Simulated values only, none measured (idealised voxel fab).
The following process module bears the name voxel double patterning.
It is cross-section cut that appears here, measuring 245 nm in width, its square cells being 5 nm in size.
Reading order for cross-sections: top band down to bottom band. Underlying form: a grid of square cells. Band size: one or more rows of cells.
First you get the band's top height and its bottom height, in nm, and then the materials it's made of, left to right, with each width in nm. If you see a single material with "throughout", that one covers the band edge to edge. "blank" is empty space.
Height 0 is the level under which the wafer as received is all one material. The lowest band goes on downwards, as in "0 and below".
Quick explanation for "30..40": the width changes in equal steps down the rows of cells, from the first number in the band's top row to the second number in its bottom row.
Given "identical to before" for a step, no cell of the cross-section differs between before and after that step.
Closed-off voids of 8+ cells (no open route to the top) go in "Enclosed void catalog", written width x height at distance from the left edge, in nm.
Text after the settings on a step's line: the simulator's own remark on that step.
The line of a step may include "overlay nm". On a step with a mask, this value is how far to the right of its planned place the mask lay. A negative value means the mask lay to the left.

HERE'S WHAT THE PLANNED PROCESS STEPS LOOK LIKE
- 1: RECEIVE (material Si)
- 2: CONFORMAL_DEP (material SiN; thk nm 10)
- 3: DIRECTIONAL_DEP (material SiO2; thk nm 15)
- 4: DIRECTIONAL_DEP (material SiCN; thk nm 10)
- 5: MASKED_ETCH (tone open; mask id FIRST; width nm 15; pitch nm 50; etch materials SiCN; depth nm 10; overlay nm 0)
- 6: DIRECTIONAL_DEP (material aC; thk nm 10)
- 7: PATTERN (tone open; mask id SECOND; material resist; width nm 15; pitch nm 50; thk nm 30; overlay nm 0)
- 8: DIRECTIONAL_ETCH (etch materials aC; depth nm 10)
- 9: STRIP (etch materials resist)
- 10: DIRECTIONAL_ETCH (etch materials SiCN; depth nm 10)
- 11: STRIP (etch materials aC)
- 12: DIRECTIONAL_ETCH (etch materials SiO2; depth nm 15)
- 13: STRIP (etch materials SiCN)

INCOMING WAFER, CROSS-SECTIONAL VIEW, POST STEP 1
    0 and below  Si throughout
    Enclosed void catalog: none

END-OF-MODULE XS, FIRST OF TWO WAFERS, RUN AS PLANNED
    25 down to 10  65 of SiO2; 15 of blank; 10 of SiO2; 15 of blank; 10 of SiO2; 15 of blank; 10 of SiO2; 15 of blank; 10 of SiO2; 15 of blank; 65 of SiO2
    10 down to 0  SiN throughout
    0 and below  Si throughout
    Enclosed void catalog: none

CROSS-SECTION AT END OF MODULE FOR THE SECOND WAFER OF TWO, WHICH MATCHED THE FIRST IN STARTING POINT AND PLAN AND DIFFERED BY ONE MISTAKE IN ITS PROCESSING
    25 down to 15  SiN throughout
    15 down to 0  SiO2 throughout
    0 and below  Si throughout
    Enclosed void catalog: none
Nonconformance to the process plan: deviation from plan: step 3 and step 2 executed in one another's positions
Wrapping up, a cell-based count of both wafers puts the second over or under the first for these materials: 45 more of SiO2
